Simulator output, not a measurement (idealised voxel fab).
process module | voxel wiring stack
cross-section cut | 280 nm wide | cells 5 nm
A cross-section is a grid of square cells, given in bands from the top down. A band is one or more rows of cells.
Each band's line starts with the height of the band's top and of its bottom, in nm. Then come its materials from left to right, each with its width in nm. One material with "throughout" fills the band from edge to edge. "air" is empty space.
Height 0 is the level under which the wafer as received is all one material. The lowest band goes on downwards, as in "0 down".
A width such as "30 to 40" changes by the same amount from each row of cells to the next, from the band's top row to its bottom row.
"no change" after a step means that no cell of the cross-section changed.
closed voids: empty space of 8 cells or more with no open way to the top, each as width x height at its distance from the left edge, in nm
after a step's settings: what the simulator itself notes on the step
overlay nm, on a step with a mask: how far to the right of its planned place the mask lay; to the left if negative
plan
1 op RECEIVE | material Si
2 op CONFORMAL_DEP | material SiO2 | thk nm 10
3 op CONFORMAL_DEP | material SiN | thk nm 5
4 op DIRECTIONAL_DEP | material SiO2 | thk nm 20
5 op MASKED_ETCH | tone open | mask id METAL_1 | width nm 20 | pitch nm 40 | etch materials SiO2 | depth nm 20 | overlay nm 0
6 op MASKED_ETCH | tone open | mask id METAL_1 | width nm 20 | pitch nm 40 | etch materials SiN | depth nm 5 | overlay nm 0
7 op CONFORMAL_DEP | material TiN | thk nm 5
8 op FILL_DEP | material Ru | thk nm 10
9 op CMP | height nm 35
10 op CONFORMAL_DEP | material SiCN | thk nm 5
11 op DIRECTIONAL_DEP | material SiO2 | thk nm 15
12 op MASKED_ETCH | tone open | mask id PLUG_1 | width nm 15 | pitch nm 80 | etch materials SiO2 | depth nm 15 | overlay nm 0
13 op MASKED_ETCH | tone open | mask id PLUG_1 | width nm 15 | pitch nm 80 | etch materials SiCN | depth nm 5 | overlay nm 0
14 op CONFORMAL_DEP | material TiN | thk nm 5
15 op FILL_DEP | material W | thk nm 5
16 op CMP | height nm 55
17 op CONFORMAL_DEP | material SiN | thk nm 5
18 op DIRECTIONAL_DEP | material lowk | thk nm 20
19 op MASKED_ETCH | tone open | mask id METAL_2 | width nm 20 | pitch nm 40 | etch materials lowk | depth nm 20 | overlay nm 0
20 op MASKED_ETCH | tone open | mask id METAL_2 | width nm 20 | pitch nm 40 | etch materials SiN | depth nm 5 | overlay nm 0
21 op CONFORMAL_DEP | material TiN | thk nm 5
22 op FILL_DEP | material Cu | thk nm 5
23 op CMP | height nm 80
24 op CONFORMAL_DEP | material SiCN | thk nm 5
25 op DIRECTIONAL_DEP | material lowk | thk nm 35
26 op MASKED_ETCH | tone open | mask id METAL_3 | width nm 20 | pitch nm 40 | etch materials lowk | depth nm 20 | overlay nm 0
27 op DIRECTIONAL_DEP | material aC | thk nm 10
28 op PATTERN | tone open | mask id METAL_3_HOLES | material resist | width nm 15 | pitch nm 80 | thk nm 25 | overlay nm 0
29 op DIRECTIONAL_ETCH | etch materials aC | depth nm 10
30 op STRIP | etch materials resist
31 op DIRECTIONAL_ETCH | etch materials lowk | depth nm 15
32 op DIRECTIONAL_ETCH | etch materials SiCN | depth nm 5
33 op STRIP | etch materials aC
34 op CONFORMAL_DEP | material TiN | thk nm 5
35 op FILL_DEP | material Cu | thk nm 10
36 op CMP | height nm 120
37 op CONFORMAL_DEP | material SiN | thk nm 5
first wafer, as planned
as received, after step 1
  0 down: Si throughout
  closed voids: none
after step 2
  10 to 0: SiO2 throughout
  below 0: unchanged
after step 3
  15 to 10: SiN throughout
  below 10: unchanged
after step 4
  35 to 15: SiO2 throughout
  below 15: unchanged
after step 5
  35 to 15: SiO2 90 | air 20 | SiO2 20 | air 20 | SiO2 20 | air 20 | SiO2 90
  below 15: unchanged
after step 6
  35 to 15: SiO2 90 | air 20 | SiO2 20 | air 20 | SiO2 20 | air 20 | SiO2 90
  15 to 10: SiN 90 | air 20 | SiN 20 | air 20 | SiN 20 | air 20 | SiN 90
  below 10: unchanged
after step 7
  40 to 35: TiN 95 | air 10 | TiN 30 | air 10 | TiN 30 | air 10 | TiN 95
  35 to 15: SiO2 90 | TiN 5 | air 10 | TiN 5 | SiO2 20 | TiN 5 | air 10 | TiN 5 | SiO2 20 | TiN 5 | air 10 | TiN 5 | SiO2 90
  15 to 10: SiN 90 | TiN 20 | SiN 20 | TiN 20 | SiN 20 | TiN 20 | SiN 90
  below 10: unchanged
after step 8
  50 to 40: Ru throughout
  40 to 35: TiN 95 | Ru 10 | TiN 30 | Ru 10 | TiN 30 | Ru 10 | TiN 95
  35 to 15: SiO2 90 | TiN 5 | Ru 10 | TiN 5 | SiO2 20 | TiN 5 | Ru 10 | TiN 5 | SiO2 20 | TiN 5 | Ru 10 | TiN 5 | SiO2 90
  below 15: unchanged
after step 9
  35 to 15: SiO2 90 | TiN 5 | Ru 10 | TiN 5 | SiO2 20 | TiN 5 | Ru 10 | TiN 5 | SiO2 20 | TiN 5 | Ru 10 | TiN 5 | SiO2 90
  below 15: unchanged
after step 10
  40 to 35: SiCN throughout
  below 35: unchanged
after step 11
  55 to 40: SiO2 throughout
  below 40: unchanged
after step 12
  55 to 40: SiO2 90 | air 15 | SiO2 65 | air 15 | SiO2 95
  below 40: unchanged
after step 13
  55 to 40: SiO2 90 | air 15 | SiO2 65 | air 15 | SiO2 95
  40 to 35: SiCN 90 | air 15 | SiCN 65 | air 15 | SiCN 95
  below 35: unchanged
after step 14
  60 to 55: TiN 95 | air 5 | TiN 75 | air 5 | TiN 100
  55 to 40: SiO2 90 | TiN 5 | air 5 | TiN 5 | SiO2 65 | TiN 5 | air 5 | TiN 5 | SiO2 95
  40 to 35: SiCN 90 | TiN 15 | SiCN 65 | TiN 15 | SiCN 95
  below 35: unchanged
after step 15
  65 to 60: W throughout
  60 to 55: TiN 95 | W 5 | TiN 75 | W 5 | TiN 100
  55 to 40: SiO2 90 | TiN 5 | W 5 | TiN 5 | SiO2 65 | TiN 5 | W 5 | TiN 5 | SiO2 95
  below 40: unchanged
after step 16
  55 to 40: SiO2 90 | TiN 5 | W 5 | TiN 5 | SiO2 65 | TiN 5 | W 5 | TiN 5 | SiO2 95
  below 40: unchanged
after step 17
  60 to 55: SiN throughout
  below 55: unchanged
after step 18
  80 to 60: lowk throughout
  below 60: unchanged
after step 19
  80 to 60: lowk 90 | air 20 | lowk 20 | air 20 | lowk 20 | air 20 | lowk 90
  below 60: unchanged
after step 20
  80 to 60: lowk 90 | air 20 | lowk 20 | air 20 | lowk 20 | air 20 | lowk 90
  60 to 55: SiN 90 | air 20 | SiN 20 | air 20 | SiN 20 | air 20 | SiN 90
  below 55: unchanged
after step 21
  85 to 80: TiN 95 | air 10 | TiN 30 | air 10 | TiN 30 | air 10 | TiN 95
  80 to 60: lowk 90 | TiN 5 | air 10 | TiN 5 | lowk 20 | TiN 5 | air 10 | TiN 5 | lowk 20 | TiN 5 | air 10 | TiN 5 | lowk 90
  60 to 55: SiN 90 | TiN 20 | SiN 20 | TiN 20 | SiN 20 | TiN 20 | SiN 90
  below 55: unchanged
after step 22
  90 to 85: Cu throughout
  85 to 80: TiN 95 | Cu 10 | TiN 30 | Cu 10 | TiN 30 | Cu 10 | TiN 95
  80 to 60: lowk 90 | TiN 5 | Cu 10 | TiN 5 | lowk 20 | TiN 5 | Cu 10 | TiN 5 | lowk 20 | TiN 5 | Cu 10 | TiN 5 | lowk 90
  below 60: unchanged
after step 23
  80 to 60: lowk 90 | TiN 5 | Cu 10 | TiN 5 | lowk 20 | TiN 5 | Cu 10 | TiN 5 | lowk 20 | TiN 5 | Cu 10 | TiN 5 | lowk 90
  below 60: unchanged
after step 24
  85 to 80: SiCN throughout
  below 80: unchanged
after step 25
  120 to 85: lowk throughout
  below 85: unchanged
after step 26
  120 to 100: lowk 90 | air 20 | lowk 20 | air 20 | lowk 20 | air 20 | lowk 90
  below 100: unchanged
after step 27
  130 to 120: aC 90 | air 20 | aC 20 | air 20 | aC 20 | air 20 | aC 90
  120 to 110: lowk 90 | air 20 | lowk 20 | air 20 | lowk 20 | air 20 | lowk 90
  110 to 100: lowk 90 | aC 20 | lowk 20 | aC 20 | lowk 20 | aC 20 | lowk 90
  below 100: unchanged
after step 28
  155 to 130: resist 90 | air 15 | resist 65 | air 15 | resist 95
  130 to 120: aC 90 | air 15 | resist 5 | aC 20 | resist 20 | aC 20 | air 15 | resist 5 | aC 90
  120 to 110: lowk 90 | air 15 | resist 5 | lowk 20 | resist 20 | lowk 20 | air 15 | resist 5 | lowk 90
  below 110: unchanged
after step 29
  145 to 130: resist 90 | air 15 | resist 65 | air 15 | resist 95
  130 to 120: aC 90 | air 15 | resist 5 | aC 20 | resist 20 | aC 20 | air 15 | resist 5 | aC 90
  120 to 110: lowk 90 | air 15 | resist 5 | lowk 20 | resist 20 | lowk 20 | air 15 | resist 5 | lowk 90
  110 to 100: lowk 90 | air 15 | aC 5 | lowk 20 | aC 20 | lowk 20 | air 15 | aC 5 | lowk 90
  below 100: unchanged
after step 30
  130 to 120: aC 90 | air 20 | aC 20 | air 20 | aC 20 | air 20 | aC 90
  120 to 110: lowk 90 | air 20 | lowk 20 | air 20 | lowk 20 | air 20 | lowk 90
  below 110: unchanged
after step 31
  130 to 120: aC 90 | air 20 | aC 20 | air 20 | aC 20 | air 20 | aC 90
  120 to 110: lowk 90 | air 20 | lowk 20 | air 20 | lowk 20 | air 20 | lowk 90
  110 to 100: lowk 90 | air 15 | aC 5 | lowk 20 | aC 20 | lowk 20 | air 15 | aC 5 | lowk 90
  100 to 85: lowk 90 | air 15 | lowk 65 | air 15 | lowk 95
  below 85: unchanged
after step 32
  130 to 120: aC 90 | air 20 | aC 20 | air 20 | aC 20 | air 20 | aC 90
  120 to 110: lowk 90 | air 20 | lowk 20 | air 20 | lowk 20 | air 20 | lowk 90
  110 to 100: lowk 90 | air 15 | aC 5 | lowk 20 | aC 20 | lowk 20 | air 15 | aC 5 | lowk 90
  100 to 85: lowk 90 | air 15 | lowk 65 | air 15 | lowk 95
  85 to 80: SiCN 90 | air 15 | SiCN 65 | air 15 | SiCN 95
  below 80: unchanged
after step 33
  120 to 100: lowk 90 | air 20 | lowk 20 | air 20 | lowk 20 | air 20 | lowk 90
  below 100: unchanged
after step 34
  125 to 120: TiN 95 | air 10 | TiN 30 | air 10 | TiN 30 | air 10 | TiN 95
  120 to 105: lowk 90 | TiN 5 | air 10 | TiN 5 | lowk 20 | TiN 5 | air 10 | TiN 5 | lowk 20 | TiN 5 | air 10 | TiN 5 | lowk 90
  105 to 100: lowk 90 | TiN 5 | air 5 | TiN 10 | lowk 20 | TiN 20 | lowk 20 | TiN 5 | air 5 | TiN 10 | lowk 90
  100 to 85: lowk 90 | TiN 5 | air 5 | TiN 5 | lowk 65 | TiN 5 | air 5 | TiN 5 | lowk 95
  85 to 80: SiCN 90 | TiN 15 | SiCN 65 | TiN 15 | SiCN 95
  below 80: unchanged
after step 35
  135 to 125: Cu throughout
  125 to 120: TiN 95 | Cu 10 | TiN 30 | Cu 10 | TiN 30 | Cu 10 | TiN 95
  120 to 105: lowk 90 | TiN 5 | Cu 10 | TiN 5 | lowk 20 | TiN 5 | Cu 10 | TiN 5 | lowk 20 | TiN 5 | Cu 10 | TiN 5 | lowk 90
  105 to 100: lowk 90 | TiN 5 | Cu 5 | TiN 10 | lowk 20 | TiN 20 | lowk 20 | TiN 5 | Cu 5 | TiN 10 | lowk 90
  100 to 85: lowk 90 | TiN 5 | Cu 5 | TiN 5 | lowk 65 | TiN 5 | Cu 5 | TiN 5 | lowk 95
  below 85: unchanged
after step 36
  120 to 105: lowk 90 | TiN 5 | Cu 10 | TiN 5 | lowk 20 | TiN 5 | Cu 10 | TiN 5 | lowk 20 | TiN 5 | Cu 10 | TiN 5 | lowk 90
  below 105: unchanged
after step 37
  125 to 120: SiN throughout
  below 120: unchanged
second wafer: like start, like plan, one mistake. Through step 35 it matches the first wafer
when step 36 should have ended: no change
when step 37 should have ended
  140 to 135: SiN throughout
  below 135: unchanged
what went wrong: step 36 was left out
at the end the second wafer has, in cells: 118 more of Cu | 50 more of TiN
